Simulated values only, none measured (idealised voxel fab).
process module | voxel double patterning
cross-section cut | 190 nm wide | cells 5 nm
A cross-section is a grid of square cells, given in bands from the top down. A band is one or more rows of cells.
Each band's line starts with the height of the band's top and of its bottom, in nm. Then come its materials from left to right, each with its width in nm. One material with "throughout" fills the band from edge to edge. "air" is empty space.
Height 0 is the level under which the wafer as received is all one material. The lowest band goes on downwards, as in "0 down".
A width such as "30 to 40" changes by the same amount from each row of cells to the next, from the band's top row to its bottom row.
"no change" after a step means that no cell of the cross-section changed.
closed voids: empty space of 8 cells or more with no open way to the top, each as width x height at its distance from the left edge, in nm
after a step's settings: what the simulator itself notes on the step
overlay nm, on a step with a mask: how far to the right of its planned place the mask lay; to the left if negative
plan
1 op RECEIVE | material Si
2 op CONFORMAL_DEP | material SiO2 | thk nm 5
3 op DIRECTIONAL_DEP | material TiN | thk nm 10
4 op DIRECTIONAL_DEP | material SiN | thk nm 10
5 op DIRECTIONAL_DEP | material aC | thk nm 15
6 op PATTERN | tone open | mask id FIRST | material resist | width nm 15 | pitch nm 50 | thk nm 30 | overlay nm 0
7 op DIRECTIONAL_ETCH | etch materials aC | depth nm 15
8 op STRIP | etch materials resist
9 op DIRECTIONAL_ETCH | etch materials SiN | depth nm 10
10 op STRIP | etch materials aC
11 op DIRECTIONAL_DEP | material aC | thk nm 15
12 op PATTERN | tone open | mask id SECOND | material resist | width nm 15 | thk nm 30 | overlay nm 0
13 op DIRECTIONAL_ETCH | etch materials aC | depth nm 15
14 op STRIP | etch materials resist
15 op DIRECTIONAL_ETCH | etch materials SiN | depth nm 10
16 op STRIP | etch materials aC
17 op DIRECTIONAL_ETCH | etch materials TiN | depth nm 10
18 op STRIP | etch materials SiN
first wafer, as planned
as received, after step 1
  0 down: Si throughout
  closed voids: none
after step 2
  5 to 0: SiO2 throughout
  below 0: unchanged
after step 3
  15 to 5: TiN throughout
  below 5: unchanged
after step 4
  25 to 15: SiN throughout
  below 15: unchanged
after step 5
  40 to 25: aC throughout
  below 25: unchanged
after step 6
  70 to 40: resist 60 | air 15 | resist 35 | air 15 | resist 65
  below 40: unchanged
after step 7
  55 to 40: resist 60 | air 15 | resist 35 | air 15 | resist 65
  40 to 25: aC 60 | air 15 | aC 35 | air 15 | aC 65
  below 25: unchanged
after step 8
  40 to 25: aC 60 | air 15 | aC 35 | air 15 | aC 65
  below 25: unchanged
after step 9
  40 to 25: aC 60 | air 15 | aC 35 | air 15 | aC 65
  25 to 15: SiN 60 | air 15 | SiN 35 | air 15 | SiN 65
  below 15: unchanged
after step 10
  25 to 15: SiN 60 | air 15 | SiN 35 | air 15 | SiN 65
  below 15: unchanged
after step 11
  40 to 30: aC 60 | air 15 | aC 35 | air 15 | aC 65
  30 to 25: aC throughout
  25 to 15: SiN 60 | aC 15 | SiN 35 | aC 15 | SiN 65
  below 15: unchanged
after step 12
  70 to 40: resist 85 | air 15 | resist 90
  40 to 30: aC 60 | resist 15 | aC 35 | resist 15 | aC 65
  below 30: unchanged
after step 13
  55 to 40: resist 85 | air 15 | resist 90
  40 to 30: aC 60 | resist 15 | aC 10 | air 15 | aC 10 | resist 15 | aC 65
  30 to 25: aC 85 | air 15 | aC 90
  below 25: unchanged
after step 14
  40 to 30: aC 60 | air 15 | aC 10 | air 15 | aC 10 | air 15 | aC 65
  below 30: unchanged
after step 15
  40 to 30: aC 60 | air 15 | aC 10 | air 15 | aC 10 | air 15 | aC 65
  30 to 25: aC 85 | air 15 | aC 90
  25 to 15: SiN 60 | aC 15 | SiN 10 | air 15 | SiN 10 | aC 15 | SiN 65
  below 15: unchanged
after step 16
  25 to 15: SiN 60 | air 15 | SiN 10 | air 15 | SiN 10 | air 15 | SiN 65
  below 15: unchanged
after step 17
  25 to 15: SiN 60 | air 15 | SiN 10 | air 15 | SiN 10 | air 15 | SiN 65
  15 to 5: TiN 60 | air 15 | TiN 10 | air 15 | TiN 10 | air 15 | TiN 65
  below 5: unchanged
after step 18
  15 to 5: TiN 60 | air 15 | TiN 10 | air 15 | TiN 10 | air 15 | TiN 65
  below 5: unchanged
second wafer: like start, like plan, one mistake. Through step 1 it matches the first wafer
when step 2 should have ended: no change
when step 3 should have ended
  10 to 0: TiN throughout
  below 0: unchanged
when step 4 should have ended
  20 to 10: SiN throughout
  below 10: unchanged
when step 5 should have ended
  35 to 20: aC throughout
  below 20: unchanged
when step 6 should have ended
  65 to 35: resist 60 | air 15 | resist 35 | air 15 | resist 65
  below 35: unchanged
when step 7 should have ended
  50 to 35: resist 60 | air 15 | resist 35 | air 15 | resist 65
  35 to 20: aC 60 | air 15 | aC 35 | air 15 | aC 65
  below 20: unchanged
when step 8 should have ended
  35 to 20: aC 60 | air 15 | aC 35 | air 15 | aC 65
  below 20: unchanged
when step 9 should have ended
  35 to 20: aC 60 | air 15 | aC 35 | air 15 | aC 65
  20 to 10: SiN 60 | air 15 | SiN 35 | air 15 | SiN 65
  below 10: unchanged
when step 10 should have ended
  20 to 10: SiN 60 | air 15 | SiN 35 | air 15 | SiN 65
  below 10: unchanged
when step 11 should have ended
  35 to 25: aC 60 | air 15 | aC 35 | air 15 | aC 65
  25 to 20: aC throughout
  20 to 10: SiN 60 | aC 15 | SiN 35 | aC 15 | SiN 65
  below 10: unchanged
when step 12 should have ended
  65 to 35: resist 85 | air 15 | resist 90
  35 to 25: aC 60 | resist 15 | aC 35 | resist 15 | aC 65
  below 25: unchanged
when step 13 should have ended
  50 to 35: resist 85 | air 15 | resist 90
  35 to 25: aC 60 | resist 15 | aC 10 | air 15 | aC 10 | resist 15 | aC 65
  25 to 20: aC 85 | air 15 | aC 90
  below 20: unchanged
when step 14 should have ended
  35 to 25: aC 60 | air 15 | aC 10 | air 15 | aC 10 | air 15 | aC 65
  below 25: unchanged
when step 15 should have ended
  35 to 25: aC 60 | air 15 | aC 10 | air 15 | aC 10 | air 15 | aC 65
  25 to 20: aC 85 | air 15 | aC 90
  20 to 10: SiN 60 | aC 15 | SiN 10 | air 15 | SiN 10 | aC 15 | SiN 65
  below 10: unchanged
when step 16 should have ended
  20 to 10: SiN 60 | air 15 | SiN 10 | air 15 | SiN 10 | air 15 | SiN 65
  below 10: unchanged
when step 17 should have ended
  20 to 10: SiN 60 | air 15 | SiN 10 | air 15 | SiN 10 | air 15 | SiN 65
  10 to 0: TiN 60 | air 15 | TiN 10 | air 15 | TiN 10 | air 15 | TiN 65
  below 0: unchanged
when step 18 should have ended
  10 to 0: TiN 60 | air 15 | TiN 10 | air 15 | TiN 10 | air 15 | TiN 65
  below 0: unchanged
what went wrong: step 2 was left out
at the end the second wafer has, in cells: 38 fewer of SiO2
